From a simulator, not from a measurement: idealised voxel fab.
Process module name: voxel wiring stack
We display cut, a cross-section 210 nm in width whose square cells are each 5 nm.
How to read a cross-section here: the picture is a grid of square cells, written as bands going from the top down, and any band can span one or more rows of cells. First you get the band's top height and its bottom height, in nm, and then the materials it's made of, left to right, with each width in nm. If you see a single material with "edge to edge", that one covers the band edge to edge. "blank" is empty space. Height is counted from the level 0, under which the received wafer is composed throughout of one material. The lowest of the bands is not closed at the bottom but continues downward, in the notation "from 0 down". Quick explanation for "30..40": the width changes in equal steps down the rows of cells, from the first number in the band's top row to the second number in its bottom row. Step note "changes: none" = no cross-section cell changed. The label "Closed voids list" introduces a list of the empty spaces, 8 cells or larger, that have no open way up to the top; each entry in it reads width x height at distance, where the distance is taken from the left edge and all three are stated in nm. Past the settings on a step's line: simulator remark, on that step. overlay nm: on a step with a mask, how far right of its planned place the mask lay; negative means left.
-- So here's the lineup of process steps we planned
1 RECEIVE: material Si
2 CONFORMAL_DEP: material SiO2, thk nm 10
3 CONFORMAL_DEP: material SiCN, thk nm 5
4 DIRECTIONAL_DEP: material SiO2, thk nm 25
5 MASKED_ETCH: tone open, mask id METAL_1, width nm 30, pitch nm 45, etch materials SiO2, depth nm 25, overlay nm 0
6 MASKED_ETCH: tone open, mask id METAL_1, width nm 30, pitch nm 45, etch materials SiCN, depth nm 5, overlay nm 0
7 CONFORMAL_DEP: material TiN, thk nm 5
8 FILL_DEP: material W, thk nm 10
9 CMP: height nm 40
10 EPI: material Ru, thk nm 5
11 FILL_DEP: material SiCN, thk nm 5
12 DIRECTIONAL_DEP: material SiO2, thk nm 35
13 DIRECTIONAL_DEP: material aC, thk nm 15
14 PATTERN: tone open, mask id METAL_2_HOLES, material resist, width nm 15, pitch nm 45, thk nm 30, overlay nm 0
15 DIRECTIONAL_ETCH: etch materials aC, depth nm 15
16 STRIP: etch materials resist
17 DIRECTIONAL_ETCH: etch materials SiO2, depth nm 35
18 STRIP: etch materials aC
19 PATTERN: tone open, mask id METAL_2, material resist, width nm 30, pitch nm 45, thk nm 20, overlay nm 0
20 DIRECTIONAL_ETCH: etch materials SiO2, depth nm 20
21 DIRECTIONAL_ETCH: etch materials SiCN, depth nm 5
22 STRIP: etch materials resist
23 CONFORMAL_DEP: material TiN, thk nm 5
24 FILL_DEP: material Cu, thk nm 10
25 CMP: height nm 85
26 CONFORMAL_DEP: material SiCN, thk nm 5
-- Received-state cross-section, reflecting completion of step 1
    from 0 down | Si edge to edge
    Closed voids list: none
-- Here's the cross-section of the first of our two wafers at the end of the module - it ran as planned
    from 90 to 85 | SiCN edge to edge
    from 85 to 70 | SiO2 (65), then TiN (5), then Cu (20), then TiN (5), then SiO2 (15), then TiN (5), then Cu (20), then TiN (5), then SiO2 (70)
    from 70 to 65 | SiO2 (65), then TiN (5), then Cu (5), then TiN (20), then SiO2 (15), then TiN (5), then Cu (5), then TiN (20), then SiO2 (70)
    from 65 to 50 | SiO2 (65), then TiN (5), then Cu (5), then TiN (5), then SiO2 (30), then TiN (5), then Cu (5), then TiN (5), then SiO2 (85)
    from 50 to 45 | SiCN (65), then TiN (15), then SiCN (30), then TiN (15), then SiCN (85)
    from 45 to 40 | SiCN (60), then Ru (40), then SiCN (5), then Ru (40), then SiCN (65)
    from 40 to 15 | SiO2 (65), then TiN (5), then W (20), then TiN (5), then SiO2 (15), then TiN (5), then W (20), then TiN (5), then SiO2 (70)
    from 15 to 10 | SiCN (65), then TiN (30), then SiCN (15), then TiN (30), then SiCN (70)
    from 10 to 0 | SiO2 edge to edge
    from 0 down | Si edge to edge
    Closed voids list: none
-- This is the second of the two wafers, cross-sectioned at the end of the module; it started exactly like the first and was given the same plan, but it was run with one mistake
    from 90 to 85 | SiCN edge to edge
    from 85 to 50 | SiO2 (65), then TiN (5), then Cu (20), then TiN (5), then SiO2 (15), then TiN (5), then Cu (20), then TiN (5), then SiO2 (70)
    from 50 to 45 | SiCN (65), then TiN (30), then SiCN (15), then TiN (30), then SiCN (70)
    from 45 to 40 | SiCN (60), then Ru (40), then SiCN (5), then Ru (40), then SiCN (65)
    from 40 to 15 | SiO2 (65), then TiN (5), then W (20), then TiN (5), then SiO2 (15), then TiN (5), then W (20), then TiN (5), then SiO2 (70)
    from 15 to 10 | SiCN (65), then TiN (30), then SiCN (15), then TiN (30), then SiCN (70)
    from 10 to 0 | SiO2 edge to edge
    from 0 down | Si edge to edge
    Closed voids list: none
Want to know what went wrong? the plan had its step 20 run twice
Bottom line after processing is that, in cells, the second wafer is up or down on some materials versus the first: +24 Cu | -6 SiCN | -18 SiO2
